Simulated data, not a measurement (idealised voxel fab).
You're looking at the process module voxel wiring stack.
It is cross-section cut that appears here, measuring 235 nm in width, its square cells being 5 nm in size.
Notation: cross-section as square-cell grid; stated in bands, top first, going down; one or more cell rows per band. Each band's line starts with the height of the band's top and of its bottom, in nm. Then come its materials from left to right, each with its width in nm. One material with "everywhere" fills the band from edge to edge. "air" is empty space. Heads up on the height convention: 0 is the point under which the incoming wafer is all one material, and the lowest band has no bottom, it just keeps going down, like "z 0 and below". When a width is written as two numbers, as in "30->40", the first number is the width in the top row of cells of the band and the second is the width in its bottom row, and the width changes by the same amount from each row to the next. The designation "nothing different", where it is given for a processing step, indicates that no cell of the cross-section was altered in the course of that step. What "Closed void entries" gives you is every empty space of 8 cells or more that is cut off from the top. Each appears as width x height at distance, with the distance taken from the left edge and width, height and distance all in nm. Heads up: the bit after the settings on a step's line is the simulator's remark on that step. Each step line may optionally specify "overlay nm", which for a step with a mask gives the rightward distance between the mask's planned place and where it lay, a negative value indicating the leftward direction.

# Listed below are the process steps as planned
1) RECEIVE | material Si
2) CONFORMAL_DEP | material SiO2 | thk nm 10
3) DIRECTIONAL_DEP | material TiN | thk nm 5
4) DIRECTIONAL_DEP | material W | thk nm 15
5) MASKED_ETCH | tone cover | mask id METAL_1 | width nm 20 | pitch nm 50 | etch materials W | depth nm 15 | overlay nm 0
6) MASKED_ETCH | tone cover | mask id METAL_1 | width nm 20 | pitch nm 50 | etch materials TiN | depth nm 5 | overlay nm 0
7) FILL_DEP | material SiO2 | thk nm 10
8) CMP | height nm 30
9) CONFORMAL_DEP | material SiCN | thk nm 5
10) DIRECTIONAL_DEP | material lowk | thk nm 25
11) MASKED_ETCH | tone open | mask id METAL_2 | width nm 20 | pitch nm 50 | etch materials lowk | depth nm 15 | overlay nm 0
12) PATTERN | tone open | mask id METAL_2_HOLES | material resist | width nm 15 | pitch nm 50 | thk nm 15 | overlay nm 0
13) DIRECTIONAL_ETCH | etch materials lowk | depth nm 10
14) DIRECTIONAL_ETCH | etch materials SiCN | depth nm 5
15) STRIP | etch materials resist
16) CONFORMAL_DEP | material TiN | thk nm 5
17) FILL_DEP | material Ru | thk nm 5
18) CMP | height nm 60
19) CONFORMAL_DEP | material SiCN | thk nm 5
20) DIRECTIONAL_DEP | material SiO2 | thk nm 20
21) MASKED_ETCH | tone open | mask id PLUG_2 | width nm 15 | pitch nm 100 | etch materials SiO2 | depth nm 20 | overlay nm 0
22) MASKED_ETCH | tone open | mask id PLUG_2 | width nm 15 | pitch nm 100 | etch materials SiCN | depth nm 5 | overlay nm 0
23) CONFORMAL_DEP | material TiN | thk nm 5
24) FILL_DEP | material Cu | thk nm 5
25) CMP | height nm 85
26) CONFORMAL_DEP | material SiN | thk nm 5
27) DIRECTIONAL_DEP | material lowk | thk nm 20
28) DIRECTIONAL_DEP | material aC | thk nm 10
29) PATTERN | tone open | mask id METAL_3 | material resist | width nm 20 | pitch nm 50 | thk nm 30 | overlay nm 0
30) DIRECTIONAL_ETCH | etch materials aC | depth nm 10
31) STRIP | etch materials resist
32) DIRECTIONAL_ETCH | etch materials lowk | depth nm 20
33) DIRECTIONAL_ETCH | etch materials SiN | depth nm 5
34) STRIP | etch materials aC
35) CONFORMAL_DEP | material TiN | thk nm 5
36) FILL_DEP | material Cu | thk nm 5
37) CMP | height nm 110
38) EPI | material Ru | thk nm 5
39) FILL_DEP | material SiCN | thk nm 5

# As-received state of the wafer in cross-section, equivalent to post-step 1
  z 0 and below: Si everywhere
  Closed void entries: none

# Look at the cross-section after the module: the wafer started out the way shown above and the plan was the one shown above, yet one mistake was made along the way
  z 120 to 115: SiCN everywhere
  z 115 to 110: SiCN 25; Ru 30; SiCN 20; Ru 30; SiCN 20; Ru 30; SiCN 20; Ru 30; SiCN 30
  z 110 to 105: SiN 30; TiN 20; SiN 30; TiN 20; SiN 30; TiN 20; SiN 30; TiN 20; SiN 35
  z 105 to 85: lowk everywhere
  z 85 to 65: SiO2 30; TiN 5; Cu 5; TiN 5; SiO2 85; TiN 5; Cu 5; TiN 5; SiO2 90
  z 65 to 60: SiCN 30; TiN 15; SiCN 85; TiN 15; SiCN 90
  z 60 to 50: lowk 30; TiN 5; Ru 10; TiN 5; lowk 30; TiN 5; Ru 10; TiN 5; lowk 30; TiN 5; Ru 10; TiN 5; lowk 30; TiN 5; Ru 10; TiN 5; lowk 35
  z 50 to 45: lowk 30; TiN 5; Ru 5; TiN 10; lowk 30; TiN 5; Ru 5; TiN 10; lowk 30; TiN 5; Ru 5; TiN 10; lowk 30; TiN 5; Ru 5; TiN 10; lowk 35
  z 45 to 35: lowk 30; TiN 5; Ru 5; TiN 5; lowk 35; TiN 5; Ru 5; TiN 5; lowk 35; TiN 5; Ru 5; TiN 5; lowk 35; TiN 5; Ru 5; TiN 5; lowk 40
  z 35 to 30: SiCN 30; TiN 15; SiCN 35; TiN 15; SiCN 35; TiN 15; SiCN 35; TiN 15; SiCN 40
  z 30 to 15: SiO2 30; W 20; SiO2 30; W 20; SiO2 30; W 20; SiO2 30; W 20; SiO2 35
  z 15 to 10: SiO2 30; TiN 20; SiO2 30; TiN 20; SiO2 30; TiN 20; SiO2 30; TiN 20; SiO2 35
  z 10 to 0: SiO2 everywhere
  z 0 and below: Si everywhere
  Closed void entries: none
Plan not followed: the executed order of steps 26 and 27 is the reverse of that specified in the plan, each step having taken the other's position
